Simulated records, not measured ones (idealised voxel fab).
This section sets out a process module, namely voxel plated lines.
Shown is cross-section cut, with a width of 225 nm and square cells of size 5 nm.
Notation: cross-section as square-cell grid; stated in bands, top first, going down; one or more cell rows per band. Top, bottom (nm), then materials left to right with widths (nm); lone material tagged "all across" fills the whole band edge to edge; "air" = empty space. It should be noted that heights are counted from 0, beneath which the wafer as supplied is of one material throughout, and that the lowest band possesses no lower boundary but continues downward, as written in "0..down". The width entry "30..40" should be interpreted row by row: the top row of cells in the band takes the first number, the bottom row takes the second number, and the change between adjacent rows is uniform throughout. Any step labelled "nothing altered" changed none of the cells in the cross-section. For the entry "Closed void catalog", the listed items are empty spaces with no open way to the top whose size is 8 cells or more; each item follows the pattern width x height at distance, where distance is from the left edge and all three are in nm. It should be noted that, on the line of a given step, the content following the step's settings is a remark produced by the simulator itself with respect to that step. A step line may carry the setting "overlay nm", which, for steps involving a mask, states the distance by which the mask lay to the right of its intended position; negative values denote displacement to the left.
# Intended process steps
1. RECEIVE | material Si
2. CONFORMAL_DEP | material Al2O3 | thk nm 10
3. DIRECTIONAL_DEP | material TiN | thk nm 5
4. PATTERN | tone open | mask id LINES | material resist | width nm 25 | pitch nm 55 | thk nm 15 | overlay nm 0
5. EPI | material Ru | thk nm 10
6. STRIP | etch materials resist
7. DIRECTIONAL_ETCH | etch materials TiN | depth nm 5
8. CONFORMAL_DEP | material SiO2 | thk nm 10
# First of two wafers, with the run carried out as planned
# Cross-section, incoming material, after step 1
    0..down | Si all across
    Closed void catalog: none
# Wafer section view after processing step 2
    10..0 | Al2O3 all across
    Note: structure below 0 unchanged.
# Wafer section view after processing step 3
    15..10 | TiN all across
    Note: structure below 10 unchanged.
# Wafer section view after processing step 4
    30..15 | resist 70, then air 25, then resist 30, then air 25, then resist 75
    Note: structure below 15 unchanged.
# Wafer section view after processing step 5
    30..25 | resist 70, then air 25, then resist 30, then air 25, then resist 75
    25..15 | resist 70, then Ru 25, then resist 30, then Ru 25, then resist 75
    Note: structure below 15 unchanged.
# Wafer section view after processing step 6
    25..15 | air 70, then Ru 25, then air 30, then Ru 25, then air 75
    Note: structure below 15 unchanged.
# Wafer section view after processing step 7
    25..15 | air 70, then Ru 25, then air 30, then Ru 25, then air 75
    15..10 | air 70, then TiN 25, then air 30, then TiN 25, then air 75
    Note: structure below 10 unchanged.
# Wafer section view after processing step 8
    35..25 | air 60, then SiO2 45, then air 10, then SiO2 45, then air 65
    25..20 | air 60, then SiO2 10, then Ru 25, then SiO2 10, then air 10, then SiO2 10, then Ru 25, then SiO2 10, then air 65
    20..15 | SiO2 70, then Ru 25, then SiO2 30, then Ru 25, then SiO2 75
    15..10 | SiO2 70, then TiN 25, then SiO2 30, then TiN 25, then SiO2 75
    Note: structure below 10 unchanged.
# Wafer two of two - same starting point, same process plan, one mistake in execution; matches wafer one up to and including step 3
# Cross-section, second wafer, at the end time the plan gives for step 4
    30..15 | resist 65, then air 35, then resist 20, then air 35, then resist 70
    Note: structure below 15 unchanged.
# Cross-section, second wafer, at the end time the plan gives for step 5
    30..25 | resist 65, then air 35, then resist 20, then air 35, then resist 70
    25..15 | resist 65, then Ru 35, then resist 20, then Ru 35, then resist 70
    Note: structure below 15 unchanged.
# Cross-section, second wafer, at the end time the plan gives for step 6
    25..15 | air 65, then Ru 35, then air 20, then Ru 35, then air 70
    Note: structure below 15 unchanged.
# Cross-section, second wafer, at the end time the plan gives for step 7
    25..15 | air 65, then Ru 35, then air 20, then Ru 35, then air 70
    15..10 | air 65, then TiN 35, then air 20, then TiN 35, then air 70
    Note: structure below 10 unchanged.
# Cross-section, second wafer, at the end time the plan gives for step 8
    35..25 | air 55, then SiO2 110, then air 60
    25..20 | air 55, then SiO2 10, then Ru 35, then SiO2 20, then Ru 35, then SiO2 10, then air 60
    20..15 | SiO2 65, then Ru 35, then SiO2 20, then Ru 35, then SiO2 70
    15..10 | SiO2 65, then TiN 35, then SiO2 20, then TiN 35, then SiO2 70
    Note: structure below 10 unchanged.
Nonconformance to the process plan: step 4 did not use the planned setting and instead ran as PATTERN | tone open | mask id LINES | material resist | width nm 35 | pitch nm 55 | thk nm 15 | overlay nm 0
Final tally in cells, some materials are higher or lower on the second wafer than on the first: Ru: 8 more; TiN: 4 more
